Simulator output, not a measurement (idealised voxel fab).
Documented hereafter: the process module known as voxel capacitor over wiring.
The width of the displayed cross-section, cut, is 290 nm; its cells are square, with a size of 5 nm.
Cross-section = grid of square cells, listed top down in bands; band = one or more rows.
Band: top height; bottom height; in nm. Then, left to right: material with width in nm, for each material. "full width": a single material spanning edge to edge. "air": empty space.
Height datum 0, below which the as-received substrate wafer is one material. Lowest band open at the bottom, running downward: "from 0 down".
It should be noted that a width expressed as "30->40" varies in equal increments from row to row of cells within the band, taking the value of the first number at the top row and that of the second number at the bottom row.
You'll sometimes find "stayed the same" written for a step, and that's the way of saying that nowhere in the cross-section did a cell change during that step.
So "Enclosed void inventory" is basically the list of trapped voids: any empty space of 8 cells or more that can't reach the top through an opening. They're written width x height at distance, the distance being from the left edge, and it's all nm.
Anything after a step's settings on that line? It's the simulator's own note about the step.
"overlay nm" on a masked step: distance the mask lay right of its planned place, negative for left.

## So here's the lineup of process steps we planned
1: op RECEIVE | material Si
2: op CONFORMAL_DEP | material SiO2 | thk nm 10
3: op CONFORMAL_DEP | material SiCN | thk nm 5
4: op DIRECTIONAL_DEP | material SiO2 | thk nm 20
5: op MASKED_ETCH | tone open | mask id METAL_1 | width nm 20 | pitch nm 80 | etch materials SiO2 | depth nm 20 | overlay nm 0
6: op MASKED_ETCH | tone open | mask id METAL_1 | width nm 20 | pitch nm 80 | etch materials SiCN | depth nm 5 | overlay nm 0
7: op CONFORMAL_DEP | material TiN | thk nm 5
8: op FILL_DEP | material Cu | thk nm 5
9: op CMP | height nm 35
10: op EPI | material Ru | thk nm 5
11: op FILL_DEP | material SiCN | thk nm 5
12: op DIRECTIONAL_DEP | material lowk | thk nm 10
13: op MASKED_ETCH | tone open | mask id PLUG_1 | width nm 15 | etch materials lowk | depth nm 10 | overlay nm 0
14: op MASKED_ETCH | tone open | mask id PLUG_1 | width nm 15 | etch materials SiCN | depth nm 5 | overlay nm 0
15: op CONFORMAL_DEP | material TiN | thk nm 5
16: op FILL_DEP | material Ru | thk nm 5
17: op CMP | height nm 55
18: op DIRECTIONAL_DEP | material TiN | thk nm 5
19: op DIRECTIONAL_DEP | material Al2O3 | thk nm 5
20: op DIRECTIONAL_DEP | material TiN | thk nm 5
21: op MASKED_ETCH | tone cover | mask id UPPER_PLATE | width nm 65 | etch materials TiN | depth nm 5 | overlay nm 0
22: op MASKED_ETCH | tone cover | mask id UPPER_PLATE | width nm 65 | etch materials Al2O3 | depth nm 5 | overlay nm 0
23: op MASKED_ETCH | tone cover | mask id LOWER_PLATE | width nm 75 | etch materials TiN | depth nm 5 | overlay nm 0
24: op FILL_DEP | material SiO2 | thk nm 15
25: op CMP | height nm 80
26: op MASKED_ETCH | tone open | mask id PLUG_2 | width nm 15 | etch materials SiO2 | depth nm 10 | overlay nm 0
27: op CONFORMAL_DEP | material TiN | thk nm 5
28: op FILL_DEP | material Cu | thk nm 5
29: op CMP | height nm 80
30: op CONFORMAL_DEP | material SiN | thk nm 5

## The first of two wafers, run as planned

## Wafer as received: cross-section following step 1
* from 0 down = Si full width
* Enclosed void inventory: none

## Cross-section of the wafer subsequent to step 2
* from 10 to 0 = SiO2 full width
* Rest of section, below 0: as before.

## Cross-section of the wafer subsequent to step 3
* from 15 to 10 = SiCN full width
* Rest of section, below 10: as before.

## Cross-section of the wafer subsequent to step 4
* from 35 to 15 = SiO2 full width
* Rest of section, below 15: as before.

## Cross-section of the wafer subsequent to step 5
* from 35 to 15 = 95 SiO2, then 20 air, then 60 SiO2, then 20 air, then 95 SiO2
* Rest of section, below 15: as before.

## Cross-section of the wafer subsequent to step 6
* from 35 to 15 = 95 SiO2, then 20 air, then 60 SiO2, then 20 air, then 95 SiO2
* from 15 to 10 = 95 SiCN, then 20 air, then 60 SiCN, then 20 air, then 95 SiCN
* Rest of section, below 10: as before.

## Cross-section of the wafer subsequent to step 7
* from 40 to 35 = 100 TiN, then 10 air, then 70 TiN, then 10 air, then 100 TiN
* from 35 to 15 = 95 SiO2, then 5 TiN, then 10 air, then 5 TiN, then 60 SiO2, then 5 TiN, then 10 air, then 5 TiN, then 95 SiO2
* from 15 to 10 = 95 SiCN, then 20 TiN, then 60 SiCN, then 20 TiN, then 95 SiCN
* Rest of section, below 10: as before.

## Cross-section of the wafer subsequent to step 8
* from 45 to 40 = Cu full width
* from 40 to 35 = 100 TiN, then 10 Cu, then 70 TiN, then 10 Cu, then 100 TiN
* from 35 to 15 = 95 SiO2, then 5 TiN, then 10 Cu, then 5 TiN, then 60 SiO2, then 5 TiN, then 10 Cu, then 5 TiN, then 95 SiO2
* Rest of section, below 15: as before.

## Cross-section of the wafer subsequent to step 9
* from 35 to 15 = 95 SiO2, then 5 TiN, then 10 Cu, then 5 TiN, then 60 SiO2, then 5 TiN, then 10 Cu, then 5 TiN, then 95 SiO2
* Rest of section, below 15: as before.

## Cross-section of the wafer subsequent to step 10
* from 40 to 35 = 90 air, then 30 Ru, then 50 air, then 30 Ru, then 90 air
* Rest of section, below 35: as before.

## Cross-section of the wafer subsequent to step 11
* from 45 to 40 = SiCN full width
* from 40 to 35 = 90 SiCN, then 30 Ru, then 50 SiCN, then 30 Ru, then 90 SiCN
* Rest of section, below 35: as before.

## Cross-section of the wafer subsequent to step 12
* from 55 to 45 = lowk full width
* Rest of section, below 45: as before.

## Cross-section of the wafer subsequent to step 13
* from 55 to 45 = 100 lowk, then 15 air, then 175 lowk
* Rest of section, below 45: as before.

## Cross-section of the wafer subsequent to step 14
* from 55 to 45 = 100 lowk, then 15 air, then 175 lowk
* from 45 to 40 = 100 SiCN, then 15 air, then 175 SiCN
* Rest of section, below 40: as before.

## Cross-section of the wafer subsequent to step 15
* from 60 to 55 = 105 TiN, then 5 air, then 180 TiN
* from 55 to 45 = 100 lowk, then 5 TiN, then 5 air, then 5 TiN, then 175 lowk
* from 45 to 40 = 100 SiCN, then 15 TiN, then 175 SiCN
* Rest of section, below 40: as before.

## Cross-section of the wafer subsequent to step 16
* from 65 to 60 = Ru full width
* from 60 to 55 = 105 TiN, then 5 Ru, then 180 TiN
* from 55 to 45 = 100 lowk, then 5 TiN, then 5 Ru, then 5 TiN, then 175 lowk
* Rest of section, below 45: as before.

## Cross-section of the wafer subsequent to step 17
* from 55 to 45 = 100 lowk, then 5 TiN, then 5 Ru, then 5 TiN, then 175 lowk
* Rest of section, below 45: as before.

## Cross-section of the wafer subsequent to step 18
* from 60 to 55 = TiN full width
* Rest of section, below 55: as before.

## Cross-section of the wafer subsequent to step 19
* from 65 to 60 = Al2O3 full width
* Rest of section, below 60: as before.

## Cross-section of the wafer subsequent to step 20
* from 70 to 65 = TiN full width
* Rest of section, below 65: as before.

## Cross-section of the wafer subsequent to step 21
* from 70 to 65 = 100 air, then 65 TiN, then 125 air
* Rest of section, below 65: as before.

## Cross-section of the wafer subsequent to step 22
* from 70 to 65 = 100 air, then 65 TiN, then 125 air
* from 65 to 60 = 100 air, then 65 Al2O3, then 125 air
* Rest of section, below 60: as before.

## Cross-section of the wafer subsequent to step 23
* from 70 to 65 = 100 air, then 65 TiN, then 125 air
* from 65 to 60 = 100 air, then 65 Al2O3, then 125 air
* from 60 to 55 = 95 air, then 75 TiN, then 120 air
* Rest of section, below 55: as before.

## Cross-section of the wafer subsequent to step 24
* from 85 to 70 = SiO2 full width
* from 70 to 65 = 100 SiO2, then 65 TiN, then 125 SiO2
* from 65 to 60 = 100 SiO2, then 65 Al2O3, then 125 SiO2
* from 60 to 55 = 95 SiO2, then 75 TiN, then 120 SiO2
* Rest of section, below 55: as before.

## Cross-section of the wafer subsequent to step 25
* from 80 to 70 = SiO2 full width
* Rest of section, below 70: as before.

## Cross-section of the wafer subsequent to step 26
* from 80 to 70 = 110 SiO2, then 15 air, then 165 SiO2
* Rest of section, below 70: as before.

## Cross-section of the wafer subsequent to step 27
* from 85 to 80 = 115 TiN, then 5 air, then 170 TiN
* from 80 to 75 = 110 SiO2, then 5 TiN, then 5 air, then 5 TiN, then 165 SiO2
* from 75 to 65 = 110->100 SiO2, then 15->65 TiN, then 165->125 SiO2
* Rest of section, below 65: as before.

## Cross-section of the wafer subsequent to step 28
* from 90 to 85 = Cu full width
* from 85 to 80 = 115 TiN, then 5 Cu, then 170 TiN
* from 80 to 75 = 110 SiO2, then 5 TiN, then 5 Cu, then 5 TiN, then 165 SiO2
* Rest of section, below 75: as before.

## Cross-section of the wafer subsequent to step 29
* from 80 to 75 = 110 SiO2, then 5 TiN, then 5 Cu, then 5 TiN, then 165 SiO2
* Rest of section, below 75: as before.

## Cross-section of the wafer subsequent to step 30
* from 85 to 80 = SiN full width
* Rest of section, below 80: as before.

## Notes, second wafer: start = first wafer's, plan = first wafer's, execution had one mistake; history identical to first through step 25

## Look at the second wafer in cross-section at the time step 26 ought to have finished
* from 80 to 70 = 100 SiO2, then 15 air, then 175 SiO2
* Rest of section, below 70: as before.

## Look at the second wafer in cross-section at the time step 27 ought to have finished
* from 85 to 80 = 105 TiN, then 5 air, then 180 TiN
* from 80 to 75 = 100 SiO2, then 5 TiN, then 5 air, then 5 TiN, then 175 SiO2
* from 75 to 65 = 100 SiO2, then 15->65 TiN, then 175->125 SiO2
* Rest of section, below 65: as before.

## Look at the second wafer in cross-section at the time step 28 ought to have finished
* from 90 to 85 = Cu full width
* from 85 to 80 = 105 TiN, then 5 Cu, then 180 TiN
* from 80 to 75 = 100 SiO2, then 5 TiN, then 5 Cu, then 5 TiN, then 175 SiO2
* Rest of section, below 75: as before.

## Look at the second wafer in cross-section at the time step 29 ought to have finished
* from 80 to 75 = 100 SiO2, then 5 TiN, then 5 Cu, then 5 TiN, then 175 SiO2
* Rest of section, below 75: as before.

## Look at the second wafer in cross-section at the time step 30 ought to have finished
* from 85 to 80 = SiN full width
* Rest of section, below 80: as before.
Want to know what went wrong? planned and actual differ for step 26; actual: op MASKED_ETCH | tone open | mask id PLUG_2 | width nm 15 | etch materials SiO2 | depth nm 10 | overlay nm -10
Final wafers compared: equal cell tally per material, rearranged layout.
